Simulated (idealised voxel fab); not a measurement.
The process module presented herein is designated voxel local oxidation.
In the cross-section labelled cut, the width is 250 nm and each square cell is 5 nm.
How to read a cross-section here: the picture is a grid of square cells, written as bands going from the top down, and any band can span one or more rows of cells. In this notation a band is specified by the heights of its top and bottom, in that order and in nm, after which its materials appear from left to right, each paired with its width in nm. The word "edge to edge" attached to a single material means that material fills the band from edge to edge; the word "blank" stands for empty space. Measure heights from 0. That's the level where, below it, the as-received wafer is all one material. The lowest band is bottomless and extends downward; write it as in "0 and below". With a width like "30 to 40", each row of cells in the band differs from the next by the same amount, the top row carrying the first number and the bottom row the second. Reading "remains unaltered" for a step: not a cell of the cross-section changed in it. You'll see "Enclosed void inventory" listing empty spaces that have no way open to the top, as long as they're 8 cells or more; the notation is width x height at distance, where the distance is from the left edge, and all of it is in nm. If you see something after the settings on a step's line, that's the simulator's own remark about that step. overlay nm: on a step with a mask, how far right of its planned place the mask lay; negative means left. Each of the pairs that make up the rest of this document says: here is the cross-section before one process step, here is the cross-section after it, drawn only down to the lowest band that changed, and here, under the pair, is the step lying between them with its settings. Different pairs may come from different runs of this module on the same starting wafer, so a pair continues from the pair above it only where its entry headed "Geometry before processing" says so.
# Geometry before processing
  0 and below = Si edge to edge
  Enclosed void inventory: none
# Cut View, Post-Step
  5 down to 0 = SiO2 edge to edge
  Rest of section, below 0: as before.
  Enclosed void inventory: none
For reference, the processing step occurring between the two cross-sections presented above is as follows: CONFORMAL_DEP (material SiO2; thk nm 5)
Geometry before processing: see the after view in the pair directly above.
# Cut View, Post-Step
  20 down to 5 = SiN edge to edge
  Rest of section, below 5: as before.
  Enclosed void inventory: none
For reference, the processing step occurring between the two cross-sections presented above is as follows: CONFORMAL_DEP (material SiN; thk nm 15)
Geometry before processing: see the after view in the pair directly above.
# Cut View, Post-Step
  35 down to 20 = blank 60 nm  resist 130 nm  blank 60 nm
  Rest of section, below 20: as before.
  Enclosed void inventory: none
For reference, the processing step occurring between the two cross-sections presented above is as follows: PATTERN (tone cover; mask id ACTIVE; material resist; width nm 130; thk nm 15; overlay nm 0)
Geometry before processing: see the after view in the pair directly above.
# Cut View, Post-Step
  35 down to 20 = blank 60 nm  resist 130 nm  blank 60 nm
  20 down to 5 = blank 60 nm  SiN 130 nm  blank 60 nm
  Rest of section, below 5: as before.
  Enclosed void inventory: none
For reference, the processing step occurring between the two cross-sections presented above is as follows: DIRECTIONAL_ETCH (etch materials SiN; depth nm 15)
Geometry before processing: see the after view in the pair directly above.
# Cut View, Post-Step
  20 down to 5 = blank 60 nm  SiN 130 nm  blank 60 nm
  Rest of section, below 5: as before.
  Enclosed void inventory: none
For reference, the processing step occurring between the two cross-sections presented above is as follows: STRIP (etch materials resist)
Geometry before processing: see the after view in the pair directly above.
# Cut View, Post-Step
  20 down to 5 = blank 60 nm  SiN 130 nm  blank 60 nm
  5 down to 0 = blank 65 nm  SiO2 120 nm  blank 65 nm
  Rest of section, below 0: as before.
  Enclosed void inventory: none
For reference, the processing step occurring between the two cross-sections presented above is as follows: SELECTIVE_ETCH (etch materials SiO2; depth nm 5)
Geometry before processing: see the after view in the pair directly above.
# Cut View, Post-Step
  20 down to 5 = blank 60 nm  SiN 130 nm  blank 60 nm
  5 down to 0 = blank 65 nm  SiO2 120 nm  blank 65 nm
  0 down to -15 = SiO2 80 nm  Si 90 nm  SiO2 80 nm
  Rest of section, below -15: as before.
  Enclosed void inventory: none
For reference, the processing step occurring between the two cross-sections presented above is as follows: OXIDIZE (depth nm 15)
Geometry before processing: see the after view in the pair directly above.
# Cut View, Post-Step
  5 down to 0 = blank 65 nm  SiO2 120 nm  blank 65 nm
  Rest of section, below 0: as before.
  Enclosed void inventory: none
For reference, the processing step occurring between the two cross-sections presented above is as follows: STRIP (etch materials SiN)
# Geometry before processing
  20 down to 5 = blank 60 nm  SiN 130 nm  blank 60 nm
  5 down to 0 = blank 65 nm  SiO2 120 nm  blank 65 nm
  0 and below = Si edge to edge
  Enclosed void inventory: none
# Cut View, Post-Step
  5 down to 0 = blank 65 nm  SiO2 120 nm  blank 65 nm
  Rest of section, below 0: as before.
  Enclosed void inventory: none
For reference, the processing step occurring between the two cross-sections presented above is as follows: STRIP (etch materials SiN)
Geometry before processing: see the after view in the pair directly above.
# Cut View, Post-Step
  5 down to 0 = blank 65 nm  SiO2 120 nm  blank 65 nm
  0 down to -15 = SiO2 80 nm  Si 90 nm  SiO2 80 nm
  Rest of section, below -15: as before.
  Enclosed void inventory: none
For reference, the processing step occurring between the two cross-sections presented above is as follows: OXIDIZE (depth nm 15)
# Geometry before processing
  20 down to 5 = blank 60 nm  SiN 130 nm  blank 60 nm
  5 down to 0 = blank 65 nm  SiO2 120 nm  blank 65 nm
  0 and below = Si edge to edge
  Enclosed void inventory: none
# Cut View, Post-Step
  20 down to 5 = blank 60 nm  SiN 130 nm  blank 60 nm
  5 down to 0 = blank 65 nm  SiO2 120 nm  blank 65 nm
  0 down to -10 = SiO2 75 nm  Si 100 nm  SiO2 75 nm
  Rest of section, below -10: as before.
  Enclosed void inventory: none
For reference, the processing step occurring between the two cross-sections presented above is as follows: OXIDIZE (depth nm 10)
Geometry before processing: see the after view in the pair directly above.
# Cut View, Post-Step
  5 down to 0 = blank 65 nm  SiO2 120 nm  blank 65 nm
  Rest of section, below 0: as before.
  Enclosed void inventory: none
For reference, the processing step occurring between the two cross-sections presented above is as follows: STRIP (etch materials SiN)
# Geometry before processing
  20 down to 5 = SiN edge to edge
  5 down to 0 = SiO2 edge to edge
  0 and below = Si edge to edge
  Enclosed void inventory: none
# Cut View, Post-Step
  35 down to 20 = blank 65 nm  resist 125 nm  blank 60 nm
  Rest of section, below 20: as before.
  Enclosed void inventory: none
For reference, the processing step occurring between the two cross-sections presented above is as follows: PATTERN (tone cover; mask id ACTIVE; material resist; width nm 125; thk nm 15; overlay nm 0)
Geometry before processing: see the after view in the pair directly above.
# Cut View, Post-Step
  35 down to 20 = blank 65 nm  resist 125 nm  blank 60 nm
  20 down to 5 = blank 65 nm  SiN 125 nm  blank 60 nm
  Rest of section, below 5: as before.
  Enclosed void inventory: none
For reference, the processing step occurring between the two cross-sections presented above is as follows: DIRECTIONAL_ETCH (etch materials SiN; depth nm 15)
Geometry before processing: see the after view in the pair directly above.
# Cut View, Post-Step
  20 down to 5 = blank 65 nm  SiN 125 nm  blank 60 nm
  Rest of section, below 5: as before.
  Enclosed void inventory: none
For reference, the processing step occurring between the two cross-sections presented above is as follows: STRIP (etch materials resist)
Geometry before processing: see the after view in the pair directly above.
# Cut View, Post-Step
  20 down to 5 = blank 65 nm  SiN 125 nm  blank 60 nm
  5 down to 0 = blank 70 nm  SiO2 115 nm  blank 65 nm
  Rest of section, below 0: as before.
  Enclosed void inventory: none
For reference, the processing step occurring between the two cross-sections presented above is as follows: SELECTIVE_ETCH (etch materials SiO2; depth nm 5)
Geometry before processing: see the after view in the pair directly above.
# Cut View, Post-Step
  20 down to 5 = blank 65 nm  SiN 125 nm  blank 60 nm
  5 down to 0 = blank 70 nm  SiO2 115 nm  blank 65 nm
  0 down to -15 = SiO2 85 nm  Si 85 nm  SiO2 80 nm
  Rest of section, below -15: as before.
  Enclosed void inventory: none
For reference, the processing step occurring between the two cross-sections presented above is as follows: OXIDIZE (depth nm 15)
Geometry before processing: see the after view in the pair directly above.
# Cut View, Post-Step
  5 down to 0 = blank 70 nm  SiO2 115 nm  blank 65 nm
  Rest of section, below 0: as before.
  Enclosed void inventory: none
For reference, the processing step occurring between the two cross-sections presented above is as follows: STRIP (etch materials SiN)
# Geometry before processing
  20 down to 5 = SiN edge to edge
  5 down to 0 = SiO2 edge to edge
  0 and below = Si edge to edge
  Enclosed void inventory: none
# Cut View, Post-Step
  35 down to 20 = blank 50 nm  resist 130 nm  blank 70 nm
  Rest of section, below 20: as before.
  Enclosed void inventory: none
For reference, the processing step occurring between the two cross-sections presented above is as follows: PATTERN (tone cover; mask id ACTIVE; material resist; width nm 130; thk nm 15; overlay nm -10)
Geometry before processing: see the after view in the pair directly above.
# Cut View, Post-Step
  35 down to 20 = blank 50 nm  resist 130 nm  blank 70 nm
  20 down to 5 = blank 50 nm  SiN 130 nm  blank 70 nm
  Rest of section, below 5: as before.
  Enclosed void inventory: none
For reference, the processing step occurring between the two cross-sections presented above is as follows: DIRECTIONAL_ETCH (etch materials SiN; depth nm 15)
Geometry before processing: see the after view in the pair directly above.
# Cut View, Post-Step
  20 down to 5 = blank 50 nm  SiN 130 nm  blank 70 nm
  Rest of section, below 5: as before.
  Enclosed void inventory: none
For reference, the processing step occurring between the two cross-sections presented above is as follows: STRIP (etch materials resist)
Geometry before processing: see the after view in the pair directly above.
# Cut View, Post-Step
  20 down to 5 = blank 50 nm  SiN 130 nm  blank 70 nm
  5 down to 0 = blank 55 nm  SiO2 120 nm  blank 75 nm
  Rest of section, below 0: as before.
  Enclosed void inventory: none
For reference, the processing step occurring between the two cross-sections presented above is as follows: SELECTIVE_ETCH (etch materials SiO2; depth nm 5)
Geometry before processing: see the after view in the pair directly above.
# Cut View, Post-Step
  20 down to 5 = blank 50 nm  SiN 130 nm  blank 70 nm
  5 down to 0 = blank 55 nm  SiO2 120 nm  blank 75 nm
  0 down to -15 = SiO2 70 nm  Si 90 nm  SiO2 90 nm
  Rest of section, below -15: as before.
  Enclosed void inventory: none
For reference, the processing step occurring between the two cross-sections presented above is as follows: OXIDIZE (depth nm 15)
Geometry before processing: see the after view in the pair directly above.
# Cut View, Post-Step
  5 down to 0 = blank 55 nm  SiO2 120 nm  blank 75 nm
  Rest of section, below 0: as before.
  Enclosed void inventory: none
For reference, the processing step occurring between the two cross-sections presented above is as follows: STRIP (etch materials SiN)
# Geometry before processing
  20 down to 5 = blank 60 nm  SiN 130 nm  blank 60 nm
  5 down to 0 = blank 65 nm  SiO2 120 nm  blank 65 nm
  0 down to -15 = SiO2 80 nm  Si 90 nm  SiO2 80 nm
  -15 and below = Si edge to edge
  Enclosed void inventory: none
# Cut View, Post-Step
  0 down to -15 = blank 80 nm  Si 90 nm  blank 80 nm
  Rest of section, below -15: as before.
  Enclosed void inventory: none
For reference, the processing step occurring between the two cross-sections presented above is as follows: STRIP (etch materials SiO2)
# Geometry before processing
  20 down to 5 = SiN edge to edge
  5 down to 0 = SiO2 edge to edge
  0 and below = Si edge to edge
  Enclosed void inventory: none
# Cut View, Post-Step
  35 down to 20 = resist 60 nm  blank 130 nm  resist 60 nm
  Rest of section, below 20: as before.
  Enclosed void inventory: none
For reference, the processing step occurring between the two cross-sections presented above is as follows: PATTERN (tone open; mask id ACTIVE; material resist; width nm 130; thk nm 15; overlay nm 0)
Geometry before processing: see the after view in the pair directly above.
# Cut View, Post-Step
  35 down to 20 = resist 60 nm  blank 130 nm  resist 60 nm
  20 down to 5 = SiN 60 nm  blank 130 nm  SiN 60 nm
  Rest of section, below 5: as before.
  Enclosed void inventory: none
For reference, the processing step occurring between the two cross-sections presented above is as follows: DIRECTIONAL_ETCH (etch materials SiN; depth nm 15)
Geometry before processing: see the after view in the pair directly above.
# Cut View, Post-Step
  20 down to 5 = SiN 60 nm  blank 130 nm  SiN 60 nm
  Rest of section, below 5: as before.
  Enclosed void inventory: none
For reference, the processing step occurring between the two cross-sections presented above is as follows: STRIP (etch materials resist)
Geometry before processing: see the after view in the pair directly above.
# Cut View, Post-Step
  20 down to 5 = SiN 60 nm  blank 130 nm  SiN 60 nm
  5 down to 0 = SiO2 55 nm  blank 140 nm  SiO2 55 nm
  Rest of section, below 0: as before.
  Enclosed void inventory: none
For reference, the processing step occurring between the two cross-sections presented above is as follows: SELECTIVE_ETCH (etch materials SiO2; depth nm 5)
Geometry before processing: see the after view in the pair directly above.
# Cut View, Post-Step
  20 down to 5 = SiN 60 nm  blank 130 nm  SiN 60 nm
  5 down to 0 = SiO2 55 nm  blank 140 nm  SiO2 55 nm
  0 down to -15 = Si 40 nm  SiO2 170 nm  Si 40 nm
  Rest of section, below -15: as before.
  Enclosed void inventory: none
For reference, the processing step occurring between the two cross-sections presented above is as follows: OXIDIZE (depth nm 15)
Geometry before processing: see the after view in the pair directly above.
# Cut View, Post-Step
  5 down to 0 = SiO2 55 nm  blank 140 nm  SiO2 55 nm
  Rest of section, below 0: as before.
  Enclosed void inventory: none
For reference, the processing step occurring between the two cross-sections presented above is as follows: STRIP (etch materials SiN)
